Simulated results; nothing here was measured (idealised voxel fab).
voxel released beams: a process module
Cross-section cut spans 275 nm and uses square cells 5 nm in size.
Cross-section spec: square-cell grid; bands listed top down; each band is one or more rows. Basically the band line says how high the top is and how high the bottom is, in nm, and then what's in it from left to right, every material with its width in nm. Empty space shows up as "air", and if a single material carries "everywhere" it runs the full band edge to edge. It should be noted that heights are counted from 0, beneath which the wafer as supplied is of one material throughout, and that the lowest band possesses no lower boundary but continues downward, as written in "top 0, no bottom". A width such as "30..40" changes by the same amount from each row of cells to the next, from the band's top row to its bottom row. Key: "remained unchanged" - step with no changed cell in the cross-section. "Closed internal voids" enumerates empty spaces isolated from the top, with no open way to it, that contain at least 8 cells, giving each as width x height at distance from the left edge, all three in nm. Text after the settings on a step's line: the simulator's own remark on that step. "overlay nm" denotes, for a step that has a mask, the displacement of the mask to the right of its planned place, with negative values corresponding to the left.
-- This section lists the process steps that were planned
| 1 | op RECEIVE | material Si |
| 2 | op CONFORMAL_DEP | material SiN | thk nm 5 |
| 3 | op DIRECTIONAL_DEP | material SiO2 | thk nm 15 |
| 4 | op DIRECTIONAL_DEP | material aC | thk nm 15 |
| 5 | op PATTERN | tone open | mask id ANCHOR | material resist | width nm 35 | thk nm 35 | overlay nm 0 |
| 6 | op DIRECTIONAL_ETCH | etch materials aC | depth nm 15 |
| 7 | op STRIP | etch materials resist |
| 8 | op DIRECTIONAL_ETCH | etch materials SiO2 | depth nm 15 |
| 9 | op STRIP | etch materials aC |
| 10 | op CONFORMAL_DEP | material W | thk nm 15 |
| 11 | op MASKED_ETCH | tone cover | mask id BEAM | width nm 90 | etch materials W | depth nm 15 | overlay nm 0 |
| 12 | op STRIP | etch materials SiO2 |
-- On the first of the two wafers: run conducted according to plan
-- Here's what the wafer looked like in cross-section when it arrived - that's after step 1
* top 0, no bottom | Si everywhere
* Closed internal voids: none
-- You're looking at a cross-section of the wafer after step 2
* top 5, bottom 0 | SiN everywhere
* Anything lower than 0 is untouched.
-- You're looking at a cross-section of the wafer after step 3
* top 20, bottom 5 | SiO2 everywhere
* Anything lower than 5 is untouched.
-- You're looking at a cross-section of the wafer after step 4
* top 35, bottom 20 | aC everywhere
* Anything lower than 20 is untouched.
-- You're looking at a cross-section of the wafer after step 5
* top 70, bottom 35 | resist=95, then air=35, then resist=145
* Anything lower than 35 is untouched.
-- You're looking at a cross-section of the wafer after step 6
* top 55, bottom 35 | resist=95, then air=35, then resist=145
* top 35, bottom 20 | aC=95, then air=35, then aC=145
* Anything lower than 20 is untouched.
-- You're looking at a cross-section of the wafer after step 7
* top 35, bottom 20 | aC=95, then air=35, then aC=145
* Anything lower than 20 is untouched.
-- You're looking at a cross-section of the wafer after step 8
* top 35, bottom 20 | aC=95, then air=35, then aC=145
* top 20, bottom 5 | SiO2=95, then air=35, then SiO2=145
* Anything lower than 5 is untouched.
-- You're looking at a cross-section of the wafer after step 9
* top 20, bottom 5 | SiO2=95, then air=35, then SiO2=145
* Anything lower than 5 is untouched.
-- You're looking at a cross-section of the wafer after step 10
* top 35, bottom 20 | W=110, then air=5, then W=160
* top 20, bottom 5 | SiO2=95, then W=35, then SiO2=145
* Anything lower than 5 is untouched.
-- You're looking at a cross-section of the wafer after step 11
* top 35, bottom 20 | air=90, then W=20, then air=5, then W=65, then air=95
* Anything lower than 20 is untouched.
-- You're looking at a cross-section of the wafer after step 12
* top 35, bottom 20 | air=90, then W=20, then air=5, then W=65, then air=95
* top 20, bottom 5 | air=95, then W=35, then air=145
* Anything lower than 5 is untouched.
-- Regarding the second of the two wafers: it shared the first wafer's starting condition and process plan, yet one error occurred during its execution. Its history coincides with that of the first wafer up to and including step 1
Cross-section, second wafer, at the end time the plan gives for step 2: remained unchanged
-- Cross-section, second wafer, at the end time the plan gives for step 3
* top 15, bottom 0 | SiO2 everywhere
* Anything lower than 0 is untouched.
-- Cross-section, second wafer, at the end time the plan gives for step 4
* top 30, bottom 15 | aC everywhere
* Anything lower than 15 is untouched.
-- Cross-section, second wafer, at the end time the plan gives for step 5
* top 65, bottom 30 | resist=95, then air=35, then resist=145
* Anything lower than 30 is untouched.
-- Cross-section, second wafer, at the end time the plan gives for step 6
* top 50, bottom 30 | resist=95, then air=35, then resist=145
* top 30, bottom 15 | aC=95, then air=35, then aC=145
* Anything lower than 15 is untouched.
-- Cross-section, second wafer, at the end time the plan gives for step 7
* top 30, bottom 15 | aC=95, then air=35, then aC=145
* Anything lower than 15 is untouched.
-- Cross-section, second wafer, at the end time the plan gives for step 8
* top 30, bottom 15 | aC=95, then air=35, then aC=145
* top 15, bottom 0 | SiO2=95, then air=35, then SiO2=145
* Anything lower than 0 is untouched.
-- Cross-section, second wafer, at the end time the plan gives for step 9
* top 15, bottom 0 | SiO2=95, then air=35, then SiO2=145
* Anything lower than 0 is untouched.
-- Cross-section, second wafer, at the end time the plan gives for step 10
* top 30, bottom 15 | W=110, then air=5, then W=160
* top 15, bottom 0 | SiO2=95, then W=35, then SiO2=145
* Anything lower than 0 is untouched.
-- Cross-section, second wafer, at the end time the plan gives for step 11
* top 30, bottom 15 | air=90, then W=20, then air=5, then W=65, then air=95
* Anything lower than 15 is untouched.
-- Cross-section, second wafer, at the end time the plan gives for step 12
* top 30, bottom 15 | air=90, then W=20, then air=5, then W=65, then air=95
* top 15, bottom 0 | air=95, then W=35, then air=145
* Anything lower than 0 is untouched.
What broke from the plan during processing? execution of step 2 of the plan did not take place, the step having been omitted
Cell-count delta at end, second wafer over first, by material: -55 SiN
